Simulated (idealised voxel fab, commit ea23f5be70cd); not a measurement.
Presented below is a process module, voxel released beams.
For reference, the cross-section in this document is cut, with width 200 nm and square cells of 5 nm.
In what follows, cross-sections appear as grids of square cells, described through bands that run from the top down, where every band is one or more rows of cells. Basically the band line says how high the top is and how high the bottom is, in nm, and then what's in it from left to right, every material with its width in nm. Empty space shows up as "blank", and if a single material carries "all across" it runs the full band edge to edge. Zero point of the height axis is 0; under it, received wafer = one material. Lowest band: continues down indefinitely, "0 down". The notation "30->40" denotes a width that varies across the rows of cells in the band, beginning at the first number in the top row, finishing at the second number in the bottom row, and changing by an identical amount from each row to the next. "nothing altered" for a step: no cell of the cross-section changed in that step. Basically, "Enclosed void entries" tells you about the enclosed voids: empty spaces with no open way to the top, 8 cells or bigger, each written width x height at distance, where distance is from the left edge, all in nm. Post-settings text on a step line: simulator's own remark regarding the step. On any step carrying a mask, the "overlay nm" setting, if present on the step's line, tells how far right of its planned place the mask lay; negative values point to the left.

### Below is the list of planned process steps
1,RECEIVE with material Si
2,CONFORMAL_DEP with material SiN, thk nm 10
3,DIRECTIONAL_DEP with material SiO2, thk nm 10
4,MASKED_ETCH with tone open, mask id ANCHOR, width nm 30, etch materials SiO2, depth nm 10, overlay nm 0
5,CONFORMAL_DEP with material W, thk nm 10
6,DIRECTIONAL_DEP with material aC, thk nm 15
7,PATTERN with tone cover, mask id BEAM, material resist, width nm 90, thk nm 35, overlay nm 0
8,DIRECTIONAL_ETCH with etch materials aC, depth nm 15
9,STRIP with etch materials resist
10,DIRECTIONAL_ETCH with etch materials W, depth nm 10
11,STRIP with etch materials aC
12,STRIP with etch materials SiO2

### Wafer as received: cross-section following step 1
* 0 down  Si all across
* Enclosed void entries: none

### Cross-section taken at module completion on the first of two wafers; processed per the plan
* 30 to 20  50 of blank; 15 of W; 10 of blank; 65 of W; 60 of blank
* 20 to 10  55 of blank; 30 of W; 115 of blank
* 10 to 0  SiN all across
* 0 down  Si all across
* Enclosed void entries: none

### Module end: cross-section of wafer two of two. Same start and process plan as the first wafer. One mistake during execution
* 20 to 10  50 of blank; 90 of W; 60 of blank
* 10 to 0  SiN all across
* 0 down  Si all across
* Enclosed void entries: none
What was the processing mistake? step 3 of the plan was omitted and not executed
Per the end-of-run cell counts, the second wafer holds more or fewer of some materials than the first: 8 fewer of W
